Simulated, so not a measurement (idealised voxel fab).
Process module under the name voxel ribs on slabs
Cross-section cut spans 220 nm and uses square cells 5 nm in size.
Cross-section, as written here: a square-cell grid given band by band from the top down, where a band holds one or more rows of cells.
For a band, the entry starts with two heights in nm, that of the top and then that of the bottom, and carries on with the band's materials in order from left to right, each alongside its width in nm; the word "edge to edge" beside a single material means it fills the band edge to edge, and "air" means empty space.
We count height from 0. Below that, the starting wafer is all one material. The lowest band never ends at the bottom but goes on down; see "0 nm and below" for how that is written.
Think of "30 to 40" as a width that walks from the first number to the second as you go down the band, top row to bottom row, taking equal-sized steps from row to row.
Where a step carries "no change occurred", the cross-section came out of it unchanged, cell for cell.
"Unvented voids" enumerates empty spaces isolated from the top, with no open way to it, that contain at least 8 cells, giving each as width x height at distance from the left edge, all three in nm.
Step line, after settings: the simulator's comment on this step.
The "overlay nm" setting may appear on a step's line; for a step that uses a mask, it gives how far to the right of its planned position the mask lay, and a negative value indicates the left.

The planned process steps are enumerated hereunder
- 1: op RECEIVE | material Si
- 2: op DIRECTIONAL_DEP | material SiO2 | thk nm 20
- 3: op DIRECTIONAL_DEP | material SiN | thk nm 25
- 4: op DIRECTIONAL_DEP | material aC | thk nm 15
- 5: op PATTERN | tone cover | mask id RIB | material resist | width nm 15 | thk nm 30 | overlay nm 0
- 6: op DIRECTIONAL_ETCH | etch materials aC | depth nm 15
- 7: op STRIP | etch materials resist
- 8: op DIRECTIONAL_ETCH | etch materials SiN | depth nm 20
- 9: op STRIP | etch materials aC
- 10: op DIRECTIONAL_DEP | material aC | thk nm 10
- 11: op PATTERN | tone cover | mask id SLAB | material resist | width nm 45 | thk nm 30 | overlay nm 0
- 12: op DIRECTIONAL_ETCH | etch materials aC | depth nm 10
- 13: op STRIP | etch materials resist
- 14: op DIRECTIONAL_ETCH | etch materials SiN | depth nm 5
- 15: op STRIP | etch materials aC
- 16: op FILL_DEP | material SiO2 | thk nm 25
- 17: op CMP | height nm 60
- 18: op DIRECTIONAL_DEP | material TiN | thk nm 5
- 19: op MASKED_ETCH | tone cover | mask id HEATER | width nm 25 | etch materials TiN | depth nm 5 | overlay nm 0
- 20: op CONFORMAL_DEP | material SiO2 | thk nm 10

The first of a set of two wafers, run to plan

This is the cross-section of the wafer as we received it, i.e. after step 1
* 0 nm and below: Si edge to edge
* Unvented voids: none

Cross-section through the wafer, step 2 finished
* 20 nm to 0 nm: SiO2 edge to edge
* Unchanged below 0.

Cross-section through the wafer, step 3 finished
* 45 nm to 20 nm: SiN edge to edge
* Unchanged below 20.

Cross-section through the wafer, step 4 finished
* 60 nm to 45 nm: aC edge to edge
* Unchanged below 45.

Cross-section through the wafer, step 5 finished
* 90 nm to 60 nm: air 100 nm; resist 15 nm; air 105 nm
* Unchanged below 60.

Cross-section through the wafer, step 6 finished
* 75 nm to 60 nm: air 100 nm; resist 15 nm; air 105 nm
* 60 nm to 45 nm: air 100 nm; aC 15 nm; air 105 nm
* Unchanged below 45.

Cross-section through the wafer, step 7 finished
* 60 nm to 45 nm: air 100 nm; aC 15 nm; air 105 nm
* Unchanged below 45.

Cross-section through the wafer, step 8 finished
* 60 nm to 45 nm: air 100 nm; aC 15 nm; air 105 nm
* 45 nm to 25 nm: air 100 nm; SiN 15 nm; air 105 nm
* Unchanged below 25.

Cross-section through the wafer, step 9 finished
* 45 nm to 25 nm: air 100 nm; SiN 15 nm; air 105 nm
* Unchanged below 25.

Cross-section through the wafer, step 10 finished
* 55 nm to 45 nm: air 100 nm; aC 15 nm; air 105 nm
* 45 nm to 35 nm: air 100 nm; SiN 15 nm; air 105 nm
* 35 nm to 25 nm: aC 100 nm; SiN 15 nm; aC 105 nm
* Unchanged below 25.

Cross-section through the wafer, step 11 finished
* 85 nm to 55 nm: air 85 nm; resist 45 nm; air 90 nm
* 55 nm to 45 nm: air 85 nm; resist 15 nm; aC 15 nm; resist 15 nm; air 90 nm
* 45 nm to 35 nm: air 85 nm; resist 15 nm; SiN 15 nm; resist 15 nm; air 90 nm
* Unchanged below 35.

Cross-section through the wafer, step 12 finished
* 75 nm to 55 nm: air 85 nm; resist 45 nm; air 90 nm
* 55 nm to 45 nm: air 85 nm; resist 15 nm; aC 15 nm; resist 15 nm; air 90 nm
* 45 nm to 35 nm: air 85 nm; resist 15 nm; SiN 15 nm; resist 15 nm; air 90 nm
* 35 nm to 25 nm: air 85 nm; aC 15 nm; SiN 15 nm; aC 15 nm; air 90 nm
* Unchanged below 25.

Cross-section through the wafer, step 13 finished
* 55 nm to 45 nm: air 100 nm; aC 15 nm; air 105 nm
* 45 nm to 35 nm: air 100 nm; SiN 15 nm; air 105 nm
* Unchanged below 35.

Cross-section through the wafer, step 14 finished
* 55 nm to 45 nm: air 100 nm; aC 15 nm; air 105 nm
* 45 nm to 35 nm: air 100 nm; SiN 15 nm; air 105 nm
* 35 nm to 25 nm: air 85 nm; aC 15 nm; SiN 15 nm; aC 15 nm; air 90 nm
* 25 nm to 20 nm: air 85 nm; SiN 45 nm; air 90 nm
* Unchanged below 20.

Cross-section through the wafer, step 15 finished
* 45 nm to 25 nm: air 100 nm; SiN 15 nm; air 105 nm
* Unchanged below 25.

Cross-section through the wafer, step 16 finished
* 70 nm to 45 nm: SiO2 edge to edge
* 45 nm to 25 nm: SiO2 100 nm; SiN 15 nm; SiO2 105 nm
* 25 nm to 20 nm: SiO2 85 nm; SiN 45 nm; SiO2 90 nm
* Unchanged below 20.

Cross-section through the wafer, step 17 finished
* 60 nm to 45 nm: SiO2 edge to edge
* Unchanged below 45.

Cross-section through the wafer, step 18 finished
* 65 nm to 60 nm: TiN edge to edge
* Unchanged below 60.

Cross-section through the wafer, step 19 finished
* 65 nm to 60 nm: air 95 nm; TiN 25 nm; air 100 nm
* Unchanged below 60.

Cross-section through the wafer, step 20 finished
* 75 nm to 70 nm: air 85 nm; SiO2 45 nm; air 90 nm
* 70 nm to 65 nm: SiO2 edge to edge
* 65 nm to 60 nm: SiO2 95 nm; TiN 25 nm; SiO2 100 nm
* Unchanged below 60.

It is to be noted that the second wafer proceeded from the same initial state and according to the same plan as the first, although one mistake was committed in its execution; through step 4, inclusive, the two wafers share an identical history

Here is the second wafer in cross-section at the point where step 5 of the plan should have been done
* 90 nm to 60 nm: resist 100 nm; air 15 nm; resist 105 nm
* Unchanged below 60.

Here is the second wafer in cross-section at the point where step 6 of the plan should have been done
* 75 nm to 60 nm: resist 100 nm; air 15 nm; resist 105 nm
* 60 nm to 45 nm: aC 100 nm; air 15 nm; aC 105 nm
* Unchanged below 45.

Here is the second wafer in cross-section at the point where step 7 of the plan should have been done
* 60 nm to 45 nm: aC 100 nm; air 15 nm; aC 105 nm
* Unchanged below 45.

Here is the second wafer in cross-section at the point where step 8 of the plan should have been done
* 60 nm to 45 nm: aC 100 nm; air 15 nm; aC 105 nm
* 45 nm to 25 nm: SiN 100 nm; air 15 nm; SiN 105 nm
* Unchanged below 25.

Here is the second wafer in cross-section at the point where step 9 of the plan should have been done
* 45 nm to 25 nm: SiN 100 nm; air 15 nm; SiN 105 nm
* Unchanged below 25.

Here is the second wafer in cross-section at the point where step 10 of the plan should have been done
* 55 nm to 45 nm: aC 100 nm; air 15 nm; aC 105 nm
* 45 nm to 35 nm: SiN 100 nm; air 15 nm; SiN 105 nm
* 35 nm to 25 nm: SiN 100 nm; aC 15 nm; SiN 105 nm
* Unchanged below 25.

Here is the second wafer in cross-section at the point where step 11 of the plan should have been done
* 85 nm to 55 nm: air 85 nm; resist 45 nm; air 90 nm
* 55 nm to 45 nm: aC 100 nm; resist 15 nm; aC 105 nm
* 45 nm to 35 nm: SiN 100 nm; resist 15 nm; SiN 105 nm
* Unchanged below 35.

Here is the second wafer in cross-section at the point where step 12 of the plan should have been done
* 75 nm to 55 nm: air 85 nm; resist 45 nm; air 90 nm
* 55 nm to 45 nm: air 85 nm; aC 15 nm; resist 15 nm; aC 15 nm; air 90 nm
* Unchanged below 45.

Here is the second wafer in cross-section at the point where step 13 of the plan should have been done
* 55 nm to 45 nm: air 85 nm; aC 15 nm; air 15 nm; aC 15 nm; air 90 nm
* 45 nm to 35 nm: SiN 100 nm; air 15 nm; SiN 105 nm
* Unchanged below 35.

Here is the second wafer in cross-section at the point where step 14 of the plan should have been done
* 55 nm to 45 nm: air 85 nm; aC 15 nm; air 15 nm; aC 15 nm; air 90 nm
* 45 nm to 40 nm: air 85 nm; SiN 15 nm; air 15 nm; SiN 15 nm; air 90 nm
* Unchanged below 40.

Here is the second wafer in cross-section at the point where step 15 of the plan should have been done
* 45 nm to 40 nm: air 85 nm; SiN 15 nm; air 15 nm; SiN 15 nm; air 90 nm
* 40 nm to 25 nm: SiN 100 nm; air 15 nm; SiN 105 nm
* Unchanged below 25.

Here is the second wafer in cross-section at the point where step 16 of the plan should have been done
* 70 nm to 45 nm: SiO2 edge to edge
* 45 nm to 40 nm: SiO2 85 nm; SiN 15 nm; SiO2 15 nm; SiN 15 nm; SiO2 90 nm
* 40 nm to 25 nm: SiN 100 nm; SiO2 15 nm; SiN 105 nm
* Unchanged below 25.

Here is the second wafer in cross-section at the point where step 17 of the plan should have been done
* 60 nm to 45 nm: SiO2 edge to edge
* Unchanged below 45.

Here is the second wafer in cross-section at the point where step 18 of the plan should have been done
* 65 nm to 60 nm: TiN edge to edge
* Unchanged below 60.

Here is the second wafer in cross-section at the point where step 19 of the plan should have been done
* 65 nm to 60 nm: air 95 nm; TiN 25 nm; air 100 nm
* Unchanged below 60.

Here is the second wafer in cross-section at the point where step 20 of the plan should have been done
* 75 nm to 70 nm: air 85 nm; SiO2 45 nm; air 90 nm
* 70 nm to 65 nm: SiO2 edge to edge
* 65 nm to 60 nm: SiO2 95 nm; TiN 25 nm; SiO2 100 nm
* Unchanged below 60.
Deviation from plan: planned and actual differ for step 5; actual: op PATTERN | tone open | mask id RIB | material resist | width nm 15 | thk nm 30 | overlay nm 0
at the end the second wafer has, in cells: SiN +152 | SiO2 -152
